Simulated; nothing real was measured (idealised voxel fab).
Proc. module: voxel tone inversion
Cross-sectional view cut (width: 240 nm; square cell size: 5 nm).
In this document a cross-section is written as a grid of square cells. It is given as a series of bands, listed from the top down, and a band is one or more rows of cells. Quick guide to a band line: top height, bottom height (nm) up front; then every material left to right with its width in nm. Only one material and it's marked "full width"? Then it fills the band edge to edge. And "empty" just means empty space. Height 0 is the level under which the wafer as received is all one material. The lowest band goes on downwards, as in "z 0 and below". Graded width ("30->40"): value in top row of band = first number; value in bottom row = second number; row-to-row change constant. "everything unchanged" after a step means that no cell of the cross-section changed. In "Closed void roster" the enclosed voids are listed, meaning empty spaces of 8 cells or larger without any opening to the top. The form is width x height at distance, distance from the left edge, units nm. That trailing text on a step's line, after the settings, is the simulator's own remark on the step. A step line may carry the setting "overlay nm", which, for steps involving a mask, states the distance by which the mask lay to the right of its intended position; negative values denote displacement to the left.

**Intended process steps**
1: RECEIVE with material Si
2: CONFORMAL_DEP with material SiCN, thk nm 10
3: DIRECTIONAL_DEP with material aC, thk nm 20
4: PATTERN with tone cover, mask id POSTS, material resist, width nm 20, pitch nm 45, thk nm 25, overlay nm 0
5: DIRECTIONAL_ETCH with etch materials aC, depth nm 20
6: STRIP with etch materials resist
7: FILL_DEP with material SiO2, thk nm 10
8: CMP with height nm 30
9: STRIP with etch materials aC
10: CONFORMAL_DEP with material TiN, thk nm 5
11: FILL_DEP with material Cu, thk nm 10
12: CMP with height nm 30
13: CONFORMAL_DEP with material SiCN, thk nm 5

**Cross-section of the incoming wafer, state after step 1**
	z 0 and below: Si full width
	Closed void roster: none

**First wafer of two, sectioned at end of module; run went per plan**
	z 35 to 30: SiCN full width
	z 30 to 15: SiO2=85 / TiN=5 / Cu=10 / TiN=5 / SiO2=25 / TiN=5 / Cu=10 / TiN=5 / SiO2=90
	z 15 to 10: SiO2=85 / TiN=20 / SiO2=25 / TiN=20 / SiO2=90
	z 10 to 0: SiCN full width
	z 0 and below: Si full width
	Closed void roster: none

**Wafer two, end of module, cross-section. Same start, same plan as wafer one. One mistake in the run**
	z 35 to 20: SiCN full width
	z 20 to 0: aC full width
	z 0 and below: Si full width
	Closed void roster: none
Short version of what went wrong: steps 2 and 3 of the plan were each performed in the slot designated for the other
FYI, end of process, the second wafer has more or fewer cells of some materials than the first: Cu -12 | SiO2 -160 | TiN -20 | aC +192
